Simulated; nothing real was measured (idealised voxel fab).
Herein follows the process module entitled voxel local oxidation.
Shown is cross-section cut, with a width of 210 nm and square cells of size 5 nm.
In this document a cross-section is written as a grid of square cells. It is given as a series of bands, listed from the top down, and a band is one or more rows of cells.
Quick guide to a band line: top height, bottom height (nm) up front; then every material left to right with its width in nm. Only one material and it's marked "edge to edge"? Then it fills the band edge to edge. And "empty" just means empty space.
Basically, 0 is our baseline, since under it the wafer straight out of the box is all one material. The bottom band has no lower end and keeps on going down, so it looks like "0 nm and below".
The notation "30..40" denotes a width that varies across the rows of cells in the band, beginning at the first number in the top row, finishing at the second number in the bottom row, and changing by an identical amount from each row to the next.
"no modification" -> step changed no cross-section cell.
The entry titled "Completely sealed voids" provides the empty spaces that have no open way to the top, restricted to those of 8 cells or more. Each is presented as width x height at distance, the distance being measured from the left edge, with all three in nm.
Anything after a step's settings on that line? It's the simulator's own note about the step.
overlay nm: where the mask lay relative to plan, measured to the right, on steps with a mask; negatives go left.
[The process steps that were planned are listed below]
- 1: RECEIVE [material Si]
- 2: OXIDIZE [depth nm 5]
- 3: CONFORMAL_DEP [material SiN] [thk nm 15]
- 4: MASKED_ETCH [tone cover] [mask id ACTIVE] [width nm 85] [etch materials SiN] [depth nm 15] [overlay nm 0]
- 5: SELECTIVE_ETCH [etch materials SiO2] [depth nm 5]
- 6: OXIDIZE [depth nm 15]
- 7: STRIP [etch materials SiN]
Be aware that, although all wafers share a common starting state, the width nm at step 4 differs among them, and the plan displays the first wafer's value.
[This is how the first of several wafers looked in cross-section when it arrived, which is after step 1]
	0 nm and below: Si edge to edge
	Completely sealed voids: none
[Cross-section, first of several wafers, end of module, after last step 7]
	0 nm to -5 nm: 65 nm empty / 75 nm SiO2 / 70 nm empty
	-5 nm to -20 nm: 80 nm SiO2 / 45 nm Si / 85 nm SiO2
	-20 nm and below: Si edge to edge
	Completely sealed voids: none
[Showing the last wafer in cross-section at the end of the module]
	0 nm to -5 nm: 55 nm empty / 100 nm SiO2 / 55 nm empty
	-5 nm to -20 nm: 70 nm SiO2 / 70 nm Si / 70 nm SiO2
	-20 nm and below: Si edge to edge
	Completely sealed voids: none
[Basically each wafer gets a line in the table, showing it at the end of the module: material by material, the cells it gained (+) or lost (-) since we got it, then its closed voids]
width nm 85, -141 Si, +114 SiO2, Completely sealed voids: none
width nm 90, -138 Si, +112 SiO2, Completely sealed voids: none
width nm 95, -135 Si, +110 SiO2, Completely sealed voids: none
width nm 100, -132 Si, +108 SiO2, Completely sealed voids: none
width nm 105, -129 Si, +106 SiO2, Completely sealed voids: none
width nm 110, -126 Si, +104 SiO2, Completely sealed voids: none
